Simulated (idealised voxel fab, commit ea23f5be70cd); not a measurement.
voxel self aligned vias: a process module
Shown is cross-section cut, with a width of 260 nm and square cells of size 5 nm.
We lay out every cross-section as a grid of square cells and spell it out in bands from the top down, where one band means one or more rows of cells.
For a band, the entry starts with two heights in nm, that of the top and then that of the bottom, and carries on with the band's materials in order from left to right, each alongside its width in nm; the word "edge to edge" beside a single material means it fills the band edge to edge, and "air" means empty space.
We count height from 0. Below that, the starting wafer is all one material. The lowest band never ends at the bottom but goes on down; see "top 0, no bottom" for how that is written.
The width entry "30 to 40" should be interpreted row by row: the top row of cells in the band takes the first number, the bottom row takes the second number, and the change between adjacent rows is uniform throughout.
Where a step carries "same as before", the cross-section came out of it unchanged, cell for cell.
What "Listed closed voids" gives you is every empty space of 8 cells or more that is cut off from the top. Each appears as width x height at distance, with the distance taken from the left edge and width, height and distance all in nm.
after a step's settings: what the simulator itself notes on the step
overlay nm: for a step with a mask, the amount by which the mask lay right of where it was planned; a negative amount means left of it.
The planned process steps are enumerated hereunder:
step 1: RECEIVE (material Si)
step 2: CONFORMAL_DEP (material SiO2; thk nm 15)
step 3: CONFORMAL_DEP (material SiCN; thk nm 5)
step 4: DIRECTIONAL_DEP (material lowk; thk nm 20)
step 5: PATTERN (tone open; mask id LINES; material resist; width nm 20; pitch nm 60; thk nm 15; overlay nm 0)
step 6: DIRECTIONAL_ETCH (etch materials lowk; depth nm 20)
step 7: STRIP (etch materials resist)
step 8: CONFORMAL_DEP (material TiN; thk nm 5)
step 9: FILL_DEP (material Ru; thk nm 10)
step 10: CMP (height nm 40)
step 11: SELECTIVE_ETCH (etch materials W Ru TiN; depth nm 10)
step 12: FILL_DEP (material SiN; thk nm 5)
step 13: CMP (height nm 40)
step 14: DIRECTIONAL_DEP (material lowk; thk nm 20)
step 15: MASKED_ETCH (tone open; mask id VIAS; width nm 40; etch materials lowk; depth nm 20; overlay nm 0)
step 16: MASKED_ETCH (tone open; mask id VIAS; width nm 40; etch materials SiN; depth nm 10; overlay nm 0)
step 17: CONFORMAL_DEP (material TiN; thk nm 5)
step 18: FILL_DEP (material Cu; thk nm 10)
step 19: CMP (height nm 60)
step 20: CONFORMAL_DEP (material SiCN; thk nm 5)
Wafer cross-section on receipt, i.e. after step 1:
	top 0, no bottom  Si edge to edge
	Listed closed voids: none
Sectioned view, first of two wafers, at the close of the module, processed as intended in the plan:
	top 65, bottom 60  SiCN edge to edge
	top 60, bottom 45  80 lowk, 5 TiN, 30 Cu, 5 TiN, 140 lowk
	top 45, bottom 40  80 lowk, 15 TiN, 10 Cu, 15 TiN, 140 lowk
	top 40, bottom 35  90 lowk, 5 TiN, 10 Cu, 5 TiN, 40 lowk, 20 SiN, 90 lowk
	top 35, bottom 30  90 lowk, 20 TiN, 40 lowk, 20 SiN, 90 lowk
	top 30, bottom 25  90 lowk, 5 TiN, 10 Ru, 5 TiN, 40 lowk, 5 TiN, 10 Ru, 5 TiN, 90 lowk
	top 25, bottom 20  90 lowk, 20 TiN, 40 lowk, 20 TiN, 90 lowk
	top 20, bottom 15  SiCN edge to edge
	top 15, bottom 0  SiO2 edge to edge
	top 0, no bottom  Si edge to edge
	Listed closed voids: none
Cross-section at end of module for the second wafer of two, which matched the first in starting point and plan and differed by one mistake in its processing:
	top 65, bottom 60  SiCN edge to edge
	top 60, bottom 45  75 Cu, 5 TiN, 40 lowk, 5 TiN, 135 Cu
	top 45, bottom 40  80 TiN, 40 lowk, 140 TiN
	top 40, bottom 30  90 lowk, 20 SiN, 40 lowk, 20 SiN, 90 lowk
	top 30, bottom 25  90 lowk, 5 TiN, 10 Ru, 5 TiN, 40 lowk, 5 TiN, 10 Ru, 5 TiN, 90 lowk
	top 25, bottom 20  90 lowk, 20 TiN, 40 lowk, 20 TiN, 90 lowk
	top 20, bottom 15  SiCN edge to edge
	top 15, bottom 0  SiO2 edge to edge
	top 0, no bottom  Si edge to edge
	Listed closed voids: none
What went wrong in running the wafer? so step 15 ended up running with a different setting than we planned, it ran as MASKED_ETCH (tone cover; mask id VIAS; width nm 40; etch materials lowk; depth nm 20; overlay nm 0)
In the final state, the cell counts of the second wafer exceed or fall short of those of the first for the following materials: 104 more of Cu | 8 more of SiN | 32 more of TiN | 144 fewer of lowk
